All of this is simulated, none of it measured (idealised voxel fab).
Process module, titled voxel self aligned contacts
Square cells of 5 nm make up the cross-section cut, whose width is 230 nm.
Reading order for cross-sections: top band down to bottom band. Underlying form: a grid of square cells. Band size: one or more rows of cells.
Each band's line starts with the height of the band's top and of its bottom, in nm. Then come its materials from left to right, each with its width in nm. One material with "full width" fills the band from edge to edge. "blank" is empty space.
Heads up on the height convention: 0 is the point under which the incoming wafer is all one material, and the lowest band has no bottom, it just keeps going down, like "0 -> down".
It should be noted that a width expressed as "30 to 40" varies in equal increments from row to row of cells within the band, taking the value of the first number at the top row and that of the second number at the bottom row.
Reading "everything unchanged" for a step: not a cell of the cross-section changed in it.
"Voids lacking openings" enumerates empty spaces isolated from the top, with no open way to it, that contain at least 8 cells, giving each as width x height at distance from the left edge, all three in nm.
Read whatever lies past the settings on a step's line as the simulator's own remark about the step.
overlay nm, on a step with a mask: how far to the right of its planned place the mask lay; to the left if negative

Planned process steps:
1 RECEIVE with material Si
2 OXIDIZE with depth nm 5
3 DIRECTIONAL_DEP with material polySi, thk nm 30
4 DIRECTIONAL_DEP with material SiN, thk nm 20
5 MASKED_ETCH with tone cover, mask id GATE, width nm 30, pitch nm 75, etch materials SiN, depth nm 20, overlay nm 0
6 MASKED_ETCH with tone cover, mask id GATE, width nm 30, pitch nm 75, etch materials polySi, depth nm 30, overlay nm 0
7 CONFORMAL_DEP with material SiN, thk nm 10
8 DIRECTIONAL_ETCH with etch materials SiN, depth nm 10
9 FILL_DEP with material SiO2, thk nm 15
10 CMP with height nm 55
11 DIRECTIONAL_DEP with material aC, thk nm 15
12 PATTERN with tone open, mask id CONTACT, material resist, width nm 55, pitch nm 75, thk nm 35, overlay nm 0
13 DIRECTIONAL_ETCH with etch materials aC, depth nm 15
14 STRIP with etch materials resist
15 DIRECTIONAL_ETCH with etch materials SiO2, depth nm 60
16 STRIP with etch materials aC
17 CONFORMAL_DEP with material TiN, thk nm 5
18 FILL_DEP with material Ru, thk nm 5
19 CMP with height nm 55
20 CONFORMAL_DEP with material SiCN, thk nm 5

This is the cross-section of the wafer as we received it, i.e. after step 1:
- 0 -> down  Si full width
- Voids lacking openings: none

End state of the module in cross-section, given the above starting point and plan and one mistake in execution:
- 60 -> 55  SiCN full width
- 55 -> 30  15 SiO2; 50 SiN; 5 TiN; 15 Ru; 5 TiN; 50 SiN; 5 TiN; 15 Ru; 5 TiN; 50 SiN; 15 SiO2
- 30 -> 10  15 SiO2; 10 SiN; 30 polySi; 10 SiN; 5 TiN; 15 Ru; 5 TiN; 10 SiN; 30 polySi; 10 SiN; 5 TiN; 15 Ru; 5 TiN; 10 SiN; 30 polySi; 10 SiN; 15 SiO2
- 10 -> 5  15 SiO2; 10 SiN; 30 polySi; 10 SiN; 25 TiN; 10 SiN; 30 polySi; 10 SiN; 25 TiN; 10 SiN; 30 polySi; 10 SiN; 15 SiO2
- 5 -> 0  25 SiN; 30 polySi; 45 SiN; 30 polySi; 45 SiN; 30 polySi; 25 SiN
- 0 -> -5  SiO2 full width
- -5 -> down  Si full width
- Voids lacking openings: none
Which mistake was made when the wafer was run? so step 8 ended up running with a different setting than we planned, it ran as DIRECTIONAL_ETCH with etch materials SiN, depth nm 5
